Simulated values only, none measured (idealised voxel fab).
Process module under the name voxel quadruple lines
This is section cut - it's 160 nm across, gridded in 5 nm square cells.
In what follows, cross-sections appear as grids of square cells, described through bands that run from the top down, where every band is one or more rows of cells.
Top, bottom (nm), then materials left to right with widths (nm); lone material tagged "throughout" fills the whole band edge to edge; "air" = empty space.
Measure heights from 0. That's the level where, below it, the as-received wafer is all one material. The lowest band is bottomless and extends downward; write it as in "from 0 down".
The notation "30..40" denotes a width that varies across the rows of cells in the band, beginning at the first number in the top row, finishing at the second number in the bottom row, and changing by an identical amount from each row to the next.
"nothing different" means the step left every cell of the cross-section as it was.
"Sealed void list": sealed empty spaces, 8 cells or more, no open way to top, listed width x height at distance, with distance from the left edge and width, height and distance in nm.
What comes after the settings on a step's line is commentary from the simulator itself on that step.
If you see "overlay nm" on a step's line and that step has a mask, it's telling you how far right of where it was planned the mask ended up; a negative number means it went left instead.

## Planned step list for the process
1,RECEIVE (material Si)
2,CONFORMAL_DEP (material Al2O3; thk nm 10)
3,DIRECTIONAL_DEP (material Ru; thk nm 10)
4,DIRECTIONAL_DEP (material polySi; thk nm 20)
5,DIRECTIONAL_DEP (material aC; thk nm 25)
6,PATTERN (tone cover; mask id MANDREL; material resist; width nm 30; thk nm 30; overlay nm 0)
7,DIRECTIONAL_ETCH (etch materials aC; depth nm 25)
8,STRIP (etch materials resist)
9,CONFORMAL_DEP (material SiO2; thk nm 10)
10,DIRECTIONAL_ETCH (etch materials SiO2; depth nm 10)
11,STRIP (etch materials aC)
12,DIRECTIONAL_ETCH (etch materials polySi; depth nm 20)
13,STRIP (etch materials SiO2)
14,CONFORMAL_DEP (material SiCN; thk nm 10)
15,DIRECTIONAL_ETCH (etch materials SiCN; depth nm 10)
16,STRIP (etch materials polySi)
17,DIRECTIONAL_ETCH (etch materials Ru; depth nm 10)
18,STRIP (etch materials SiCN)
19,FILL_DEP (material lowk; thk nm 5)
20,CMP (height nm 20)

## Cross-section of the incoming wafer, state after step 1
> from 0 down: Si throughout
> Sealed void list: none

## Look at the cross-section after the module: the wafer started out the way shown above and the plan was the one shown above, yet one mistake was made along the way
> from 20 to 10: lowk (35) | Ru (10) | lowk (10) | Ru (10) | lowk (10) | Ru (10) | lowk (10) | Ru (10) | lowk (55)
> from 10 to 0: Al2O3 throughout
> from 0 down: Si throughout
> Sealed void list: none
In executing the process, a mistake was made relative to the plan: step 6 was run on a setting that differed from the plan, and what really ran there is PATTERN (tone cover; mask id MANDREL; material resist; width nm 30; thk nm 30; overlay nm -10)
